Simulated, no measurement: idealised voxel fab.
process module | voxel self aligned contacts
cross-section cut | 215 nm wide | cells 5 nm
A cross-section is a grid of square cells, given in bands from the top down. A band is one or more rows of cells.
Each band's line starts with the height of the band's top and of its bottom, in nm. Then come its materials from left to right, each with its width in nm. One material with "throughout" fills the band from edge to edge. "air" is empty space.
Height 0 is the level under which the wafer as received is all one material. The lowest band goes on downwards, as in "0 down".
A width such as "30 to 40" changes by the same amount from each row of cells to the next, from the band's top row to its bottom row.
"no change" after a step means that no cell of the cross-section changed.
closed voids: empty space of 8 cells or more with no open way to the top, each as width x height at its distance from the left edge, in nm
after a step's settings: what the simulator itself notes on the step
overlay nm, on a step with a mask: how far to the right of its planned place the mask lay; to the left if negative
plan
1 op RECEIVE | material Si
2 op OXIDIZE | depth nm 5
3 op DIRECTIONAL_DEP | material polySi | thk nm 25
4 op DIRECTIONAL_DEP | material SiN | thk nm 25
5 op MASKED_ETCH | tone cover | mask id GATE | width nm 25 | pitch nm 65 | etch materials SiN | depth nm 25 | overlay nm 0
6 op MASKED_ETCH | tone cover | mask id GATE | width nm 25 | pitch nm 65 | etch materials polySi | depth nm 25 | overlay nm 0
7 op CONFORMAL_DEP | material SiN | thk nm 10
8 op DIRECTIONAL_ETCH | etch materials SiN | depth nm 10
9 op FILL_DEP | material SiO2 | thk nm 15
10 op CMP | height nm 55
11 op MASKED_ETCH | tone open | mask id CONTACT | width nm 50 | pitch nm 65 | etch materials SiO2 | depth nm 60 | overlay nm 0
12 op CONFORMAL_DEP | material TiN | thk nm 5
13 op FILL_DEP | material Ru | thk nm 10
14 op CMP | height nm 55
15 op CONFORMAL_DEP | material SiCN | thk nm 5
as received, after step 1
  0 down: Si throughout
  closed voids: none
a wafer at the end: this start, this plan, one mistake
  60 to 55: SiCN throughout
  55 to 50: SiO2 20 | SiN 45 | TiN 20 | SiN 45 | TiN 20 | SiN 45 | SiO2 20
  50 to 25: SiN throughout
  25 to 0: polySi throughout
  0 to -5: SiO2 throughout
  -5 down: Si throughout
  closed voids: none
what went wrong: step 4 was run twice
